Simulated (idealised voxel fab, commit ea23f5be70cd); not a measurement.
Process module in this document: voxel ribs on slabs
Cross-section cut: width 230 nm, square cells of 5 nm.
In what follows, cross-sections appear as grids of square cells, described through bands that run from the top down, where every band is one or more rows of cells. Within each band entry, the heights of the top and of the bottom of the band appear first, in that order and in nm; the materials of the band then follow from left to right, each with its corresponding width in nm. The designation "full width" on a single material indicates that it fills the band from edge to edge; the designation "empty" indicates empty space. It should be noted that heights are counted from 0, beneath which the wafer as supplied is of one material throughout, and that the lowest band possesses no lower boundary but continues downward, as written in "from 0 down". Read "30..40" as a graded width: first number on top, second number at the bottom, same change between each pair of neighbouring rows. "remains unaltered" after a step means that no cell of the cross-section changed. You'll see "Closed cavity list" listing empty spaces that have no way open to the top, as long as they're 8 cells or more; the notation is width x height at distance, where the distance is from the left edge, and all of it is in nm. That trailing text on a step's line, after the settings, is the simulator's own remark on the step. overlay nm: on a step with a mask, how far right of its planned place the mask lay; negative means left.
plan:
- 1: RECEIVE,material Si
- 2: DIRECTIONAL_DEP,material SiO2,thk nm 20
- 3: DIRECTIONAL_DEP,material polySi,thk nm 20
- 4: DIRECTIONAL_DEP,material aC,thk nm 10
- 5: PATTERN,tone cover,mask id RIB,material resist,width nm 25,thk nm 30,overlay nm 0
- 6: DIRECTIONAL_ETCH,etch materials aC,depth nm 10
- 7: STRIP,etch materials resist
- 8: DIRECTIONAL_ETCH,etch materials polySi,depth nm 5
- 9: STRIP,etch materials aC
- 10: MASKED_ETCH,tone cover,mask id SLAB,width nm 65,etch materials polySi,depth nm 15,overlay nm 0
- 11: FILL_DEP,material SiO2,thk nm 20
- 12: CMP,height nm 55
- 13: DIRECTIONAL_DEP,material W,thk nm 5
- 14: PATTERN,tone cover,mask id HEATER,material resist,width nm 35,thk nm 20,overlay nm 0
- 15: DIRECTIONAL_ETCH,etch materials W,depth nm 5
- 16: STRIP,etch materials resist
- 17: CONFORMAL_DEP,material SiO2,thk nm 5
The first of two wafers, run as planned:
Incoming wafer in cross-section (state: after step 1):
	from 0 down = Si full width
	Closed cavity list: none
State of the wafer after step 2, shown in cross-section:
	from 20 to 0 = SiO2 full width
	All layers under 0 are left as they were.
State of the wafer after step 3, shown in cross-section:
	from 40 to 20 = polySi full width
	All layers under 20 are left as they were.
State of the wafer after step 4, shown in cross-section:
	from 50 to 40 = aC full width
	All layers under 40 are left as they were.
State of the wafer after step 5, shown in cross-section:
	from 80 to 50 = empty: 100, then resist: 25, then empty: 105
	All layers under 50 are left as they were.
State of the wafer after step 6, shown in cross-section:
	from 70 to 50 = empty: 100, then resist: 25, then empty: 105
	from 50 to 40 = empty: 100, then aC: 25, then empty: 105
	All layers under 40 are left as they were.
State of the wafer after step 7, shown in cross-section:
	from 50 to 40 = empty: 100, then aC: 25, then empty: 105
	All layers under 40 are left as they were.
State of the wafer after step 8, shown in cross-section:
	from 50 to 40 = empty: 100, then aC: 25, then empty: 105
	from 40 to 35 = empty: 100, then polySi: 25, then empty: 105
	All layers under 35 are left as they were.
State of the wafer after step 9, shown in cross-section:
	from 40 to 35 = empty: 100, then polySi: 25, then empty: 105
	All layers under 35 are left as they were.
State of the wafer after step 10, shown in cross-section:
	from 40 to 35 = empty: 100, then polySi: 25, then empty: 105
	from 35 to 20 = empty: 80, then polySi: 65, then empty: 85
	All layers under 20 are left as they were.
State of the wafer after step 11, shown in cross-section:
	from 60 to 40 = SiO2 full width
	from 40 to 35 = SiO2: 100, then polySi: 25, then SiO2: 105
	from 35 to 20 = SiO2: 80, then polySi: 65, then SiO2: 85
	All layers under 20 are left as they were.
State of the wafer after step 12, shown in cross-section:
	from 55 to 40 = SiO2 full width
	All layers under 40 are left as they were.
State of the wafer after step 13, shown in cross-section:
	from 60 to 55 = W full width
	All layers under 55 are left as they were.
State of the wafer after step 14, shown in cross-section:
	from 80 to 60 = empty: 95, then resist: 35, then empty: 100
	All layers under 60 are left as they were.
State of the wafer after step 15, shown in cross-section:
	from 80 to 60 = empty: 95, then resist: 35, then empty: 100
	from 60 to 55 = empty: 95, then W: 35, then empty: 100
	All layers under 55 are left as they were.
State of the wafer after step 16, shown in cross-section:
	from 60 to 55 = empty: 95, then W: 35, then empty: 100
	All layers under 55 are left as they were.
State of the wafer after step 17, shown in cross-section:
	from 65 to 60 = empty: 90, then SiO2: 45, then empty: 95
	from 60 to 55 = SiO2: 95, then W: 35, then SiO2: 100
	All layers under 55 are left as they were.
The Second Wafer: Common Origin and Plan, One Mistake in Execution, Identical to the First Through Step 4:
At the planned end of step 5, the second wafer in cross-section:
	from 80 to 50 = empty: 90, then resist: 25, then empty: 115
	All layers under 50 are left as they were.
At the planned end of step 6, the second wafer in cross-section:
	from 70 to 50 = empty: 90, then resist: 25, then empty: 115
	from 50 to 40 = empty: 90, then aC: 25, then empty: 115
	All layers under 40 are left as they were.
At the planned end of step 7, the second wafer in cross-section:
	from 50 to 40 = empty: 90, then aC: 25, then empty: 115
	All layers under 40 are left as they were.
At the planned end of step 8, the second wafer in cross-section:
	from 50 to 40 = empty: 90, then aC: 25, then empty: 115
	from 40 to 35 = empty: 90, then polySi: 25, then empty: 115
	All layers under 35 are left as they were.
At the planned end of step 9, the second wafer in cross-section:
	from 40 to 35 = empty: 90, then polySi: 25, then empty: 115
	All layers under 35 are left as they were.
At the planned end of step 10, the second wafer in cross-section:
	from 40 to 35 = empty: 90, then polySi: 25, then empty: 115
	from 35 to 20 = empty: 80, then polySi: 65, then empty: 85
	All layers under 20 are left as they were.
At the planned end of step 11, the second wafer in cross-section:
	from 60 to 40 = SiO2 full width
	from 40 to 35 = SiO2: 90, then polySi: 25, then SiO2: 115
	from 35 to 20 = SiO2: 80, then polySi: 65, then SiO2: 85
	All layers under 20 are left as they were.
At the planned end of step 12, the second wafer in cross-section:
	from 55 to 40 = SiO2 full width
	All layers under 40 are left as they were.
At the planned end of step 13, the second wafer in cross-section:
	from 60 to 55 = W full width
	All layers under 55 are left as they were.
At the planned end of step 14, the second wafer in cross-section:
	from 80 to 60 = empty: 95, then resist: 35, then empty: 100
	All layers under 60 are left as they were.
At the planned end of step 15, the second wafer in cross-section:
	from 80 to 60 = empty: 95, then resist: 35, then empty: 100
	from 60 to 55 = empty: 95, then W: 35, then empty: 100
	All layers under 55 are left as they were.
At the planned end of step 16, the second wafer in cross-section:
	from 60 to 55 = empty: 95, then W: 35, then empty: 100
	All layers under 55 are left as they were.
At the planned end of step 17, the second wafer in cross-section:
	from 65 to 60 = empty: 90, then SiO2: 45, then empty: 95
	from 60 to 55 = SiO2: 95, then W: 35, then SiO2: 100
	All layers under 55 are left as they were.
Deviation from plan: planned and actual differ for step 5; actual: PATTERN,tone cover,mask id RIB,material resist,width nm 25,thk nm 30,overlay nm -10
Upon completion, the cell count for each material on the second wafer equals that on the first, whereas the spatial distribution of those cells differs.
